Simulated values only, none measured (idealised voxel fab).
You're looking at the process module voxel trench capacitor.
Cross-section cut: width 150 nm, square cells of 5 nm.
How to read a cross-section here: the picture is a grid of square cells, written as bands going from the top down, and any band can span one or more rows of cells.
Band: top and bottom heights (nm) first, top before bottom; then materials from left to right, widths in nm. "everywhere" marks a sole material filling the band edge to edge. "air" denotes empty space.
The level at which height equals 0 is the one under which the wafer, as it arrives, is entirely one material. No lower edge exists for the bottom band, which continues downward and is notated as in "0..down".
The notation "30..40" denotes a width that varies across the rows of cells in the band, beginning at the first number in the top row, finishing at the second number in the bottom row, and changing by an identical amount from each row to the next.
"remained the same" means the step left every cell of the cross-section as it was.
Enclosed voids (no open way to top), threshold 8 cells or more, entry "Fully sealed voids", notation width x height at distance, distance from left edge, nm.
If you see something after the settings on a step's line, that's the simulator's own remark about that step.
The setting "overlay nm" may be written on the line of a step. When the step uses a mask, the value reports how far to the right of the planned place the mask lay, and a negative value reports that it lay to the left.
Pairs follow: section before one process step, section after it down to the lowest changed band, step with settings underneath. Pairs may come from different runs of this module on the same starting wafer; continuity with the pair above only as stated in the "Prior state" entry.
[Prior state]
    0..down | Si everywhere
    Fully sealed voids: none
[Step Result]
    5..0 | SiN everywhere
    Nothing below the height 0 has changed.
    Fully sealed voids: none
Formally, the process step situated between the two cross-sections above is CONFORMAL_DEP [material SiN] [thk nm 5]
Prior state: the pre-step structure is the one depicted after the step in the pair just above.
[Step Result]
    20..5 | resist 25; air 20; resist 20; air 20; resist 20; air 20; resist 25
    Nothing below the height 5 has changed.
    Fully sealed voids: none
Formally, the process step situated between the two cross-sections above is PATTERN [tone open] [mask id TRENCH] [material resist] [width nm 20] [pitch nm 40] [thk nm 15] [overlay nm 0]
Prior state: the pre-step structure is the one depicted after the step in the pair just above.
[Step Result]
    20..5 | resist 25; air 20; resist 20; air 20; resist 20; air 20; resist 25
    5..0 | SiN 25; air 20; SiN 20; air 20; SiN 20; air 20; SiN 25
    Nothing below the height 0 has changed.
    Fully sealed voids: none
Formally, the process step situated between the two cross-sections above is DIRECTIONAL_ETCH [etch materials SiN] [depth nm 5]
Prior state: the pre-step structure is the one depicted after the step in the pair just above.
[Step Result]
    20..5 | resist 25; air 20; resist 20; air 20; resist 20; air 20; resist 25
    5..0 | SiN 25; air 20; SiN 20; air 20; SiN 20; air 20; SiN 25
    0..-35 | Si 25; air 20; Si 20; air 20; Si 20; air 20; Si 25
    Nothing below the height -35 has changed.
    Fully sealed voids: none
Formally, the process step situated between the two cross-sections above is DIRECTIONAL_ETCH [etch materials Si] [depth nm 35]
Prior state: the pre-step structure is the one depicted after the step in the pair just above.
[Step Result]
    5..0 | SiN 25; air 20; SiN 20; air 20; SiN 20; air 20; SiN 25
    Nothing below the height 0 has changed.
    Fully sealed voids: none
Formally, the process step situated between the two cross-sections above is STRIP [etch materials resist]
Prior state: the pre-step structure is the one depicted after the step in the pair just above.
[Step Result]
    10..5 | SiO2 30; air 10; SiO2 30; air 10; SiO2 30; air 10; SiO2 30
    5..0 | SiN 25; SiO2 5; air 10; SiO2 5; SiN 20; SiO2 5; air 10; SiO2 5; SiN 20; SiO2 5; air 10; SiO2 5; SiN 25
    0..-30 | Si 25; SiO2 5; air 10; SiO2 5; Si 20; SiO2 5; air 10; SiO2 5; Si 20; SiO2 5; air 10; SiO2 5; Si 25
    -30..-35 | Si 25; SiO2 20; Si 20; SiO2 20; Si 20; SiO2 20; Si 25
    Nothing below the height -35 has changed.
    Fully sealed voids: none
Formally, the process step situated between the two cross-sections above is CONFORMAL_DEP [material SiO2] [thk nm 5]
Prior state: the pre-step structure is the one depicted after the step in the pair just above.
[Step Result]
    15..10 | polySi everywhere
    10..5 | SiO2 30; polySi 10; SiO2 30; polySi 10; SiO2 30; polySi 10; SiO2 30
    5..0 | SiN 25; SiO2 5; polySi 10; SiO2 5; SiN 20; SiO2 5; polySi 10; SiO2 5; SiN 20; SiO2 5; polySi 10; SiO2 5; SiN 25
    0..-30 | Si 25; SiO2 5; polySi 10; SiO2 5; Si 20; SiO2 5; polySi 10; SiO2 5; Si 20; SiO2 5; polySi 10; SiO2 5; Si 25
    Nothing below the height -30 has changed.
    Fully sealed voids: none
Formally, the process step situated between the two cross-sections above is FILL_DEP [material polySi] [thk nm 5]
Prior state: the pre-step structure is the one depicted after the step in the pair just above.
[Step Result]
    5..0 | SiN 25; SiO2 5; polySi 10; SiO2 5; SiN 20; SiO2 5; polySi 10; SiO2 5; SiN 20; SiO2 5; polySi 10; SiO2 5; SiN 25
    Nothing below the height 0 has changed.
    Fully sealed voids: none
Formally, the process step situated between the two cross-sections above is CMP [height nm 5]
[Prior state]
    20..5 | resist 25; air 20; resist 20; air 20; resist 20; air 20; resist 25
    5..0 | SiN 25; air 20; SiN 20; air 20; SiN 20; air 20; SiN 25
    0..-35 | Si 25; air 20; Si 20; air 20; Si 20; air 20; Si 25
    -35..down | Si everywhere
    Fully sealed voids: none
[Step Result]
    20..5 | resist 25; air 20; resist 20; air 20; resist 20; air 20; resist 25
    5..0 | SiN 25; air 20; SiN 20; air 20; SiN 20; air 20; SiN 25
    0..-70 | Si 25; air 20; Si 20; air 20; Si 20; air 20; Si 25
    Nothing below the height -70 has changed.
    Fully sealed voids: none
Formally, the process step situated between the two cross-sections above is DIRECTIONAL_ETCH [etch materials Si] [depth nm 35]
Prior state: the pre-step structure is the one depicted after the step in the pair just above.
[Step Result]
    5..0 | SiN 25; air 20; SiN 20; air 20; SiN 20; air 20; SiN 25
    Nothing below the height 0 has changed.
    Fully sealed voids: none
Formally, the process step situated between the two cross-sections above is STRIP [etch materials resist]
Prior state: the pre-step structure is the one depicted after the step in the pair just above.
[Step Result]
    10..5 | SiO2 30; air 10; SiO2 30; air 10; SiO2 30; air 10; SiO2 30
    5..0 | SiN 25; SiO2 5; air 10; SiO2 5; SiN 20; SiO2 5; air 10; SiO2 5; SiN 20; SiO2 5; air 10; SiO2 5; SiN 25
    0..-65 | Si 25; SiO2 5; air 10; SiO2 5; Si 20; SiO2 5; air 10; SiO2 5; Si 20; SiO2 5; air 10; SiO2 5; Si 25
    -65..-70 | Si 25; SiO2 20; Si 20; SiO2 20; Si 20; SiO2 20; Si 25
    Nothing below the height -70 has changed.
    Fully sealed voids: none
Formally, the process step situated between the two cross-sections above is CONFORMAL_DEP [material SiO2] [thk nm 5]
Prior state: the pre-step structure is the one depicted after the step in the pair just above.
[Step Result]
    15..10 | polySi everywhere
    10..5 | SiO2 30; polySi 10; SiO2 30; polySi 10; SiO2 30; polySi 10; SiO2 30
    5..0 | SiN 25; SiO2 5; polySi 10; SiO2 5; SiN 20; SiO2 5; polySi 10; SiO2 5; SiN 20; SiO2 5; polySi 10; SiO2 5; SiN 25
    0..-65 | Si 25; SiO2 5; polySi 10; SiO2 5; Si 20; SiO2 5; polySi 10; SiO2 5; Si 20; SiO2 5; polySi 10; SiO2 5; Si 25
    Nothing below the height -65 has changed.
    Fully sealed voids: none
Formally, the process step situated between the two cross-sections above is FILL_DEP [material polySi] [thk nm 5]
Prior state: the pre-step structure is the one depicted after the step in the pair just above.
[Step Result]
    5..0 | SiN 25; SiO2 5; polySi 10; SiO2 5; SiN 20; SiO2 5; polySi 10; SiO2 5; SiN 20; SiO2 5; polySi 10; SiO2 5; SiN 25
    Nothing below the height 0 has changed.
    Fully sealed voids: none
Formally, the process step situated between the two cross-sections above is CMP [height nm 5]
[Prior state]
    20..5 | resist 25; air 20; resist 20; air 20; resist 20; air 20; resist 25
    5..0 | SiN 25; air 20; SiN 20; air 20; SiN 20; air 20; SiN 25
    0..down | Si everywhere
    Fully sealed voids: none
[Step Result]
    5..0 | SiN 25; air 20; SiN 20; air 20; SiN 20; air 20; SiN 25
    Nothing below the height 0 has changed.
    Fully sealed voids: none
Formally, the process step situated between the two cross-sections above is STRIP [etch materials resist]
Prior state: the pre-step structure is the one depicted after the step in the pair just above.
[Step Result]
    5..0 | SiN 25; air 20; SiN 20; air 20; SiN 20; air 20; SiN 25
    0..-35 | Si 25; air 20; Si 20; air 20; Si 20; air 20; Si 25
    Nothing below the height -35 has changed.
    Fully sealed voids: none
Formally, the process step situated between the two cross-sections above is DIRECTIONAL_ETCH [etch materials Si] [depth nm 35]
[Prior state]
    20..5 | resist 25; air 20; resist 20; air 20; resist 20; air 20; resist 25
    5..0 | SiN 25; air 20; SiN 20; air 20; SiN 20; air 20; SiN 25
    0..down | Si everywhere
    Fully sealed voids: none
[Step Result]
    20..5 | resist 25; air 20; resist 20; air 20; resist 20; air 20; resist 25
    5..0 | SiN 25; air 20; SiN 20; air 20; SiN 20; air 20; SiN 25
    0..-30 | Si 25; air 20; Si 20; air 20; Si 20; air 20; Si 25
    Nothing below the height -30 has changed.
    Fully sealed voids: none
Formally, the process step situated between the two cross-sections above is DIRECTIONAL_ETCH [etch materials Si] [depth nm 30]
Prior state: the pre-step structure is the one depicted after the step in the pair just above.
[Step Result]
    5..0 | SiN 25; air 20; SiN 20; air 20; SiN 20; air 20; SiN 25
    Nothing below the height 0 has changed.
    Fully sealed voids: none
Formally, the process step situated between the two cross-sections above is STRIP [etch materials resist]
Prior state: the pre-step structure is the one depicted after the step in the pair just above.
[Step Result]
    10..5 | SiO2 30; air 10; SiO2 30; air 10; SiO2 30; air 10; SiO2 30
    5..0 | SiN 25; SiO2 5; air 10; SiO2 5; SiN 20; SiO2 5; air 10; SiO2 5; SiN 20; SiO2 5; air 10; SiO2 5; SiN 25
    0..-25 | Si 25; SiO2 5; air 10; SiO2 5; Si 20; SiO2 5; air 10; SiO2 5; Si 20; SiO2 5; air 10; SiO2 5; Si 25
    -25..-30 | Si 25; SiO2 20; Si 20; SiO2 20; Si 20; SiO2 20; Si 25
    Nothing below the height -30 has changed.
    Fully sealed voids: none
Formally, the process step situated between the two cross-sections above is CONFORMAL_DEP [material SiO2] [thk nm 5]
Prior state: the pre-step structure is the one depicted after the step in the pair just above.
[Step Result]
    15..10 | polySi everywhere
    10..5 | SiO2 30; polySi 10; SiO2 30; polySi 10; SiO2 30; polySi 10; SiO2 30
    5..0 | SiN 25; SiO2 5; polySi 10; SiO2 5; SiN 20; SiO2 5; polySi 10; SiO2 5; SiN 20; SiO2 5; polySi 10; SiO2 5; SiN 25
    0..-25 | Si 25; SiO2 5; polySi 10; SiO2 5; Si 20; SiO2 5; polySi 10; SiO2 5; Si 20; SiO2 5; polySi 10; SiO2 5; Si 25
    Nothing below the height -25 has changed.
    Fully sealed voids: none
Formally, the process step situated between the two cross-sections above is FILL_DEP [material polySi] [thk nm 5]
Prior state: the pre-step structure is the one depicted after the step in the pair just above.
[Step Result]
    5..0 | SiN 25; SiO2 5; polySi 10; SiO2 5; SiN 20; SiO2 5; polySi 10; SiO2 5; SiN 20; SiO2 5; polySi 10; SiO2 5; SiN 25
    Nothing below the height 0 has changed.
    Fully sealed voids: none
Formally, the process step situated between the two cross-sections above is CMP [height nm 5]
[Prior state]
    5..0 | SiN everywhere
    0..down | Si everywhere
    Fully sealed voids: none
[Step Result]
    20..5 | resist 25; air 25; resist 15; air 25; resist 15; air 25; resist 20
    Nothing below the height 5 has changed.
    Fully sealed voids: none
Formally, the process step situated between the two cross-sections above is PATTERN [tone open] [mask id TRENCH] [material resist] [width nm 25] [pitch nm 40] [thk nm 15] [overlay nm 0]
Prior state: the pre-step structure is the one depicted after the step in the pair just above.
[Step Result]
    20..5 | resist 25; air 25; resist 15; air 25; resist 15; air 25; resist 20
    5..0 | SiN 25; air 25; SiN 15; air 25; SiN 15; air 25; SiN 20
    Nothing below the height 0 has changed.
    Fully sealed voids: none
Formally, the process step situated between the two cross-sections above is DIRECTIONAL_ETCH [etch materials SiN] [depth nm 5]
Prior state: the pre-step structure is the one depicted after the step in the pair just above.
[Step Result]
    20..5 | resist 25; air 25; resist 15; air 25; resist 15; air 25; resist 20
    5..0 | SiN 25; air 25; SiN 15; air 25; SiN 15; air 25; SiN 20
    0..-35 | Si 25; air 25; Si 15; air 25; Si 15; air 25; Si 20
    Nothing below the height -35 has changed.
    Fully sealed voids: none
Formally, the process step situated between the two cross-sections above is DIRECTIONAL_ETCH [etch materials Si] [depth nm 35]
Prior state: the pre-step structure is the one depicted after the step in the pair just above.
[Step Result]
    5..0 | SiN 25; air 25; SiN 15; air 25; SiN 15; air 25; SiN 20
    Nothing below the height 0 has changed.
    Fully sealed voids: none
Formally, the process step situated between the two cross-sections above is STRIP [etch materials resist]
Prior state: the pre-step structure is the one depicted after the step in the pair just above.
[Step Result]
    10..5 | SiO2 30; air 15; SiO2 25; air 15; SiO2 25; air 15; SiO2 25
    5..0 | SiN 25; SiO2 5; air 15; SiO2 5; SiN 15; SiO2 5; air 15; SiO2 5; SiN 15; SiO2 5; air 15; SiO2 5; SiN 20
    0..-30 | Si 25; SiO2 5; air 15; SiO2 5; Si 15; SiO2 5; air 15; SiO2 5; Si 15; SiO2 5; air 15; SiO2 5; Si 20
    -30..-35 | Si 25; SiO2 25; Si 15; SiO2 25; Si 15; SiO2 25; Si 20
    Nothing below the height -35 has changed.
    Fully sealed voids: none
Formally, the process step situated between the two cross-sections above is CONFORMAL_DEP [material SiO2] [thk nm 5]
Prior state: the pre-step structure is the one depicted after the step in the pair just above.
[Step Result]
    15..10 | polySi everywhere
    10..5 | SiO2 30; polySi 15; SiO2 25; polySi 15; SiO2 25; polySi 15; SiO2 25
    5..0 | SiN 25; SiO2 5; polySi 15; SiO2 5; SiN 15; SiO2 5; polySi 15; SiO2 5; SiN 15; SiO2 5; polySi 15; SiO2 5; SiN 20
    0..-30 | Si 25; SiO2 5; polySi 15; SiO2 5; Si 15; SiO2 5; polySi 15; SiO2 5; Si 15; SiO2 5; polySi 15; SiO2 5; Si 20
    Nothing below the height -30 has changed.
    Fully sealed voids: none
Formally, the process step situated between the two cross-sections above is FILL_DEP [material polySi] [thk nm 5]
Prior state: the pre-step structure is the one depicted after the step in the pair just above.
[Step Result]
    5..0 | SiN 25; SiO2 5; polySi 15; SiO2 5; SiN 15; SiO2 5; polySi 15; SiO2 5; SiN 15; SiO2 5; polySi 15; SiO2 5; SiN 20
    Nothing below the height 0 has changed.
    Fully sealed voids: none
Formally, the process step situated between the two cross-sections above is CMP [height nm 5]
[Prior state]
    5..0 | SiN everywhere
    0..down | Si everywhere
    Fully sealed voids: none
[Step Result]
    20..5 | resist 20; air 20; resist 20; air 20; resist 20; air 20; resist 30
    Nothing below the height 5 has changed.
    Fully sealed voids: none
Formally, the process step situated between the two cross-sections above is PATTERN [tone open] [mask id TRENCH] [material resist] [width nm 20] [pitch nm 40] [thk nm 15] [overlay nm -5]
Prior state: the pre-step structure is the one depicted after the step in the pair just above.
[Step Result]
    20..5 | resist 20; air 20; resist 20; air 20; resist 20; air 20; resist 30
    5..0 | SiN 20; air 20; SiN 20; air 20; SiN 20; air 20; SiN 30
    Nothing below the height 0 has changed.
    Fully sealed voids: none
Formally, the process step situated between the two cross-sections above is DIRECTIONAL_ETCH [etch materials SiN] [depth nm 5]
Prior state: the pre-step structure is the one depicted after the step in the pair just above.
[Step Result]
    20..5 | resist 20; air 20; resist 20; air 20; resist 20; air 20; resist 30
    5..0 | SiN 20; air 20; SiN 20; air 20; SiN 20; air 20; SiN 30
    0..-35 | Si 20; air 20; Si 20; air 20; Si 20; air 20; Si 30
    Nothing below the height -35 has changed.
    Fully sealed voids: none
Formally, the process step situated between the two cross-sections above is DIRECTIONAL_ETCH [etch materials Si] [depth nm 35]
Prior state: the pre-step structure is the one depicted after the step in the pair just above.
[Step Result]
    5..0 | SiN 20; air 20; SiN 20; air 20; SiN 20; air 20; SiN 30
    Nothing below the height 0 has changed.
    Fully sealed voids: none
Formally, the process step situated between the two cross-sections above is STRIP [etch materials resist]
Prior state: the pre-step structure is the one depicted after the step in the pair just above.
[Step Result]
    10..5 | SiO2 25; air 10; SiO2 30; air 10; SiO2 30; air 10; SiO2 35
    5..0 | SiN 20; SiO2 5; air 10; SiO2 5; SiN 20; SiO2 5; air 10; SiO2 5; SiN 20; SiO2 5; air 10; SiO2 5; SiN 30
    0..-30 | Si 20; SiO2 5; air 10; SiO2 5; Si 20; SiO2 5; air 10; SiO2 5; Si 20; SiO2 5; air 10; SiO2 5; Si 30
    -30..-35 | Si 20; SiO2 20; Si 20; SiO2 20; Si 20; SiO2 20; Si 30
    Nothing below the height -35 has changed.
    Fully sealed voids: none
Formally, the process step situated between the two cross-sections above is CONFORMAL_DEP [material SiO2] [thk nm 5]
Prior state: the pre-step structure is the one depicted after the step in the pair just above.
[Step Result]
    15..10 | polySi everywhere
    10..5 | SiO2 25; polySi 10; SiO2 30; polySi 10; SiO2 30; polySi 10; SiO2 35
    5..0 | SiN 20; SiO2 5; polySi 10; SiO2 5; SiN 20; SiO2 5; polySi 10; SiO2 5; SiN 20; SiO2 5; polySi 10; SiO2 5; SiN 30
    0..-30 | Si 20; SiO2 5; polySi 10; SiO2 5; Si 20; SiO2 5; polySi 10; SiO2 5; Si 20; SiO2 5; polySi 10; SiO2 5; Si 30
    Nothing below the height -30 has changed.
    Fully sealed voids: none
Formally, the process step situated between the two cross-sections above is FILL_DEP [material polySi] [thk nm 5]
Prior state: the pre-step structure is the one depicted after the step in the pair just above.
[Step Result]
    5..0 | SiN 20; SiO2 5; polySi 10; SiO2 5; SiN 20; SiO2 5; polySi 10; SiO2 5; SiN 20; SiO2 5; polySi 10; SiO2 5; SiN 30
    Nothing below the height 0 has changed.
    Fully sealed voids: none
Formally, the process step situated between the two cross-sections above is CMP [height nm 5]
[Prior state]
    5..0 | SiN 25; air 20; SiN 20; air 20; SiN 20; air 20; SiN 25
    0..-35 | Si 25; air 20; Si 20; air 20; Si 20; air 20; Si 25
    -35..down | Si everywhere
    Fully sealed voids: none
[Step Result]
    10..0 | SiN 30; air 10; SiN 30; air 10; SiN 30; air 10; SiN 30
    0..-30 | Si 25; SiN 5; air 10; SiN 5; Si 20; SiN 5; air 10; SiN 5; Si 20; SiN 5; air 10; SiN 5; Si 25
    -30..-35 | Si 25; SiN 20; Si 20; SiN 20; Si 20; SiN 20; Si 25
    Nothing below the height -35 has changed.
    Fully sealed voids: none
Formally, the process step situated between the two cross-sections above is CONFORMAL_DEP [material SiN] [thk nm 5]
Prior state: the pre-step structure is the one depicted after the step in the pair just above.
[Step Result]
    15..10 | polySi everywhere
    10..0 | SiN 30; polySi 10; SiN 30; polySi 10; SiN 30; polySi 10; SiN 30
    0..-30 | Si 25; SiN 5; polySi 10; SiN 5; Si 20; SiN 5; polySi 10; SiN 5; Si 20; SiN 5; polySi 10; SiN 5; Si 25
    Nothing below the height -30 has changed.
    Fully sealed voids: none
Formally, the process step situated between the two cross-sections above is FILL_DEP [material polySi] [thk nm 5]
Prior state: the pre-step structure is the one depicted after the step in the pair just above.
[Step Result]
    5..0 | SiN 30; polySi 10; SiN 30; polySi 10; SiN 30; polySi 10; SiN 30
    Nothing below the height 0 has changed.
    Fully sealed voids: none
Formally, the process step situated between the two cross-sections above is CMP [height nm 5]
[Prior state]
    5..0 | SiN everywhere
    0..down | Si everywhere
    Fully sealed voids: none
[Step Result]
    20..5 | air 25; resist 20; air 20; resist 20; air 20; resist 20; air 25
    Nothing below the height 5 has changed.
    Fully sealed voids: none
Formally, the process step situated between the two cross-sections above is PATTERN [tone cover] [mask id TRENCH] [material resist] [width nm 20] [pitch nm 40] [thk nm 15] [overlay nm 0]
Prior state: the pre-step structure is the one depicted after the step in the pair just above.
[Step Result]
    20..5 | air 25; resist 20; air 20; resist 20; air 20; resist 20; air 25
    5..0 | air 25; SiN 20; air 20; SiN 20; air 20; SiN 20; air 25
    Nothing below the height 0 has changed.
    Fully sealed voids: none
Formally, the process step situated between the two cross-sections above is DIRECTIONAL_ETCH [etch materials SiN] [depth nm 5]
Prior state: the pre-step structure is the one depicted after the step in the pair just above.
[Step Result]
    20..5 | air 25; resist 20; air 20; resist 20; air 20; resist 20; air 25
    5..0 | air 25; SiN 20; air 20; SiN 20; air 20; SiN 20; air 25
    0..-35 | air 25; Si 20; air 20; Si 20; air 20; Si 20; air 25
    Nothing below the height -35 has changed.
    Fully sealed voids: none
Formally, the process step situated between the two cross-sections above is DIRECTIONAL_ETCH [etch materials Si] [depth nm 35]
Prior state: the pre-step structure is the one depicted after the step in the pair just above.
[Step Result]
    5..0 | air 25; SiN 20; air 20; SiN 20; air 20; SiN 20; air 25
    Nothing below the height 0 has changed.
    Fully sealed voids: none
Formally, the process step situated between the two cross-sections above is STRIP [etch materials resist]
Prior state: the pre-step structure is the one depicted after the step in the pair just above.
[Step Result]
    10..5 | air 20; SiO2 30; air 10; SiO2 30; air 10; SiO2 30; air 20
    5..0 | air 20; SiO2 5; SiN 20; SiO2 5; air 10; SiO2 5; SiN 20; SiO2 5; air 10; SiO2 5; SiN 20; SiO2 5; air 20
    0..-30 | air 20; SiO2 5; Si 20; SiO2 5; air 10; SiO2 5; Si 20; SiO2 5; air 10; SiO2 5; Si 20; SiO2 5; air 20
    -30..-35 | SiO2 25; Si 20; SiO2 20; Si 20; SiO2 20; Si 20; SiO2 25
    Nothing below the height -35 has changed.
    Fully sealed voids: none
Formally, the process step situated between the two cross-sections above is CONFORMAL_DEP [material SiO2] [thk nm 5]
Prior state: the pre-step structure is the one depicted after the step in the pair just above.
[Step Result]
    15..10 | polySi everywhere
    10..5 | polySi 20; SiO2 30; polySi 10; SiO2 30; polySi 10; SiO2 30; polySi 20
    5..0 | polySi 20; SiO2 5; SiN 20; SiO2 5; polySi 10; SiO2 5; SiN 20; SiO2 5; polySi 10; SiO2 5; SiN 20; SiO2 5; polySi 20
    0..-30 | polySi 20; SiO2 5; Si 20; SiO2 5; polySi 10; SiO2 5; Si 20; SiO2 5; polySi 10; SiO2 5; Si 20; SiO2 5; polySi 20
    Nothing below the height -30 has changed.
    Fully sealed voids: none
Formally, the process step situated between the two cross-sections above is FILL_DEP [material polySi] [thk nm 5]
Prior state: the pre-step structure is the one depicted after the step in the pair just above.
[Step Result]
    5..0 | polySi 20; SiO2 5; SiN 20; SiO2 5; polySi 10; SiO2 5; SiN 20; SiO2 5; polySi 10; SiO2 5; SiN 20; SiO2 5; polySi 20
    Nothing below the height 0 has changed.
    Fully sealed voids: none
Formally, the process step situated between the two cross-sections above is CMP [height nm 5]
